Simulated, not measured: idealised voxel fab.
process module | voxel local oxidation
cross-section cut | 280 nm wide | cells 5 nm
A cross-section is a grid of square cells, given in bands from the top down. A band is one or more rows of cells.
Each band's line starts with the height of the band's top and of its bottom, in nm. Then come its materials from left to right, each with its width in nm. One material with "throughout" fills the band from edge to edge. "air" is empty space.
Height 0 is the level under which the wafer as received is all one material. The lowest band goes on downwards, as in "0 down".
A width such as "30 to 40" changes by the same amount from each row of cells to the next, from the band's top row to its bottom row.
"no change" after a step means that no cell of the cross-section changed.
closed voids: empty space of 8 cells or more with no open way to the top, each as width x height at its distance from the left edge, in nm
after a step's settings: what the simulator itself notes on the step
overlay nm, on a step with a mask: how far to the right of its planned place the mask lay; to the left if negative
plan
1 op RECEIVE | material Si
2 op CONFORMAL_DEP | material SiO2 | thk nm 5
3 op CONFORMAL_DEP | material SiN | thk nm 10
4 op DIRECTIONAL_DEP | material aC | thk nm 15
5 op PATTERN | tone cover | mask id ACTIVE | material resist | width nm 90 | thk nm 35 | overlay nm 0
6 op DIRECTIONAL_ETCH | etch materials aC | depth nm 15
7 op STRIP | etch materials resist
8 op DIRECTIONAL_ETCH | etch materials SiN | depth nm 10
9 op STRIP | etch materials aC
10 op SELECTIVE_ETCH | etch materials SiO2 | depth nm 5
11 op OXIDIZE | depth nm 15
12 op STRIP | etch materials SiN
first wafer, as planned
as received, after step 1
  0 down: Si throughout
  closed voids: none
after step 2
  5 to 0: SiO2 throughout
  below 0: unchanged
after step 3
  15 to 5: SiN throughout
  below 5: unchanged
after step 4
  30 to 15: aC throughout
  below 15: unchanged
after step 5
  65 to 30: air 95 | resist 90 | air 95
  below 30: unchanged
after step 6
  50 to 30: air 95 | resist 90 | air 95
  30 to 15: air 95 | aC 90 | air 95
  below 15: unchanged
after step 7
  30 to 15: air 95 | aC 90 | air 95
  below 15: unchanged
after step 8
  30 to 15: air 95 | aC 90 | air 95
  15 to 5: air 95 | SiN 90 | air 95
  below 5: unchanged
after step 9
  15 to 5: air 95 | SiN 90 | air 95
  below 5: unchanged
after step 10
  15 to 5: air 95 | SiN 90 | air 95
  5 to 0: air 100 | SiO2 80 | air 100
  below 0: unchanged
after step 11
  15 to 5: air 95 | SiN 90 | air 95
  5 to 0: air 100 | SiO2 80 | air 100
  0 to -15: SiO2 115 | Si 50 | SiO2 115
  below -15: unchanged
after step 12
  5 to 0: air 100 | SiO2 80 | air 100
  below 0: unchanged
second wafer: like start, like plan, one mistake. Through step 6 it matches the first wafer
when step 7 should have ended
  30 to 15: air 95 | aC 90 | air 95
  below 15: unchanged
when step 8 should have ended
  30 to 15: air 95 | aC 90 | air 95
  15 to 5: air 95 | SiN 90 | air 95
  below 5: unchanged
when step 9 should have ended
  15 to 5: air 95 | SiN 90 | air 95
  below 5: unchanged
when step 10 should have ended
  15 to 5: air 95 | SiN 90 | air 95
  5 to 0: air 100 | SiO2 80 | air 100
  below 0: unchanged
when step 11 should have ended
  15 to 5: air 95 | SiN 90 | air 95
  5 to 0: air 100 | SiO2 80 | air 100
  0 to -15: SiO2 115 | Si 50 | SiO2 115
  below -15: unchanged
when step 12 should have ended
  5 to 0: air 100 | SiO2 80 | air 100
  below 0: unchanged
what went wrong: step 7 was run twice
at the end the two cross-sections are the same: no effect in what this model computes
